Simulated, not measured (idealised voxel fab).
Process module heading - voxel capacitor over wiring
Cross-section cut: width 220 nm, square cells of 5 nm.
Notation: cross-section as square-cell grid; stated in bands, top first, going down; one or more cell rows per band. Read a band's entry like this: the first values are the height of its top and the height of its bottom in nm, and what follows is the sequence of materials from left to right, each with its width in nm. Note that "blank" is empty space, and that a single material marked "full width" reaches across the band from edge to edge. Counting heights begins at 0, where everything beneath is, in the wafer as received, one material. The lowest band has no bottom; it goes on downwards, as "0..down" shows. A width such as "30 to 40" changes by the same amount from each row of cells to the next, from the band's top row to its bottom row. Any step labelled "identical to before" changed none of the cells in the cross-section. "Sealed void listing" - sealed voids, min. 8 cells, no opening to top; format: width x height at distance (distance from left edge; nm throughout). Step line, after settings: the simulator's comment on this step. Each step line may optionally specify "overlay nm", which for a step with a mask gives the rightward distance between the mask's planned place and where it lay, a negative value indicating the leftward direction.

## Set out below are the planned steps of the process
1. op RECEIVE | material Si
2. op CONFORMAL_DEP | material SiO2 | thk nm 10
3. op CONFORMAL_DEP | material SiCN | thk nm 5
4. op DIRECTIONAL_DEP | material lowk | thk nm 15
5. op PATTERN | tone open | mask id METAL_1 | material resist | width nm 30 | pitch nm 85 | thk nm 15 | overlay nm 0
6. op DIRECTIONAL_ETCH | etch materials lowk | depth nm 15
7. op DIRECTIONAL_ETCH | etch materials SiCN | depth nm 5
8. op STRIP | etch materials resist
9. op CONFORMAL_DEP | material TiN | thk nm 5
10. op FILL_DEP | material W | thk nm 10
11. op CMP | height nm 30
12. op CONFORMAL_DEP | material SiCN | thk nm 5
13. op DIRECTIONAL_DEP | material lowk | thk nm 10
14. op DIRECTIONAL_DEP | material aC | thk nm 15
15. op PATTERN | tone open | mask id PLUG_1 | material resist | width nm 15 | thk nm 30 | overlay nm 0
16. op DIRECTIONAL_ETCH | etch materials aC | depth nm 15
17. op STRIP | etch materials resist
18. op DIRECTIONAL_ETCH | etch materials lowk | depth nm 10
19. op DIRECTIONAL_ETCH | etch materials SiCN | depth nm 5
20. op STRIP | etch materials aC
21. op EPI | material Ru | thk nm 10
22. op EPI | material Ru | thk nm 5
23. op DIRECTIONAL_DEP | material TiN | thk nm 5
24. op DIRECTIONAL_DEP | material Al2O3 | thk nm 5
25. op DIRECTIONAL_DEP | material TiN | thk nm 5
26. op PATTERN | tone cover | mask id UPPER_PLATE | material resist | width nm 60 | thk nm 20 | overlay nm 0
27. op DIRECTIONAL_ETCH | etch materials TiN | depth nm 5
28. op DIRECTIONAL_ETCH | etch materials Al2O3 | depth nm 5
29. op STRIP | etch materials resist
30. op DIRECTIONAL_DEP | material aC | thk nm 15
31. op PATTERN | tone cover | mask id LOWER_PLATE | material resist | width nm 70 | thk nm 30 | overlay nm 0
32. op DIRECTIONAL_ETCH | etch materials aC | depth nm 15
33. op STRIP | etch materials resist
34. op DIRECTIONAL_ETCH | etch materials TiN | depth nm 5
35. op STRIP | etch materials aC
36. op FILL_DEP | material SiO2 | thk nm 20
37. op CMP | height nm 75
38. op PATTERN | tone open | mask id PLUG_2 | material resist | width nm 15 | thk nm 15 | overlay nm 0
39. op DIRECTIONAL_ETCH | etch materials SiO2 | depth nm 15
40. op STRIP | etch materials resist
41. op CONFORMAL_DEP | material TiN | thk nm 5
42. op FILL_DEP | material Cu | thk nm 10
43. op CMP | height nm 75
44. op CONFORMAL_DEP | material SiN | thk nm 5

## So this is the incoming wafer in cross-section - it's already been through step 1
    0..down = Si full width
    Sealed void listing: none

## The plan above was carried out on the starting structure above with one mistake, and this cross-section shows the wafer at the end of the module
    80..75 = SiN full width
    75..65 = SiO2=75  TiN=5  Cu=5  TiN=5  SiO2=130
    65..55 = SiO2=75 to 65  TiN=15 to 60  SiO2=130 to 95
    55..50 = SiO2=65  Al2O3=60  SiO2=95
    50..45 = SiO2=60  TiN=70  SiO2=90
    45..35 = lowk=65  Ru=15  lowk=140
    35..30 = SiCN=65  Ru=15  SiCN=140
    30..25 = W full width
    25..20 = TiN=55  W=20  TiN=65  W=20  TiN=60
    20..5 = lowk=50  TiN=5  W=20  TiN=5  lowk=55  TiN=5  W=20  TiN=5  lowk=55
    5..0 = SiCN=50  TiN=30  SiCN=55  TiN=30  SiCN=55
    0..down = Si full width
    Sealed void listing: none
The plan and the run diverged here: step 2 from the plan never happened, it was just skipped
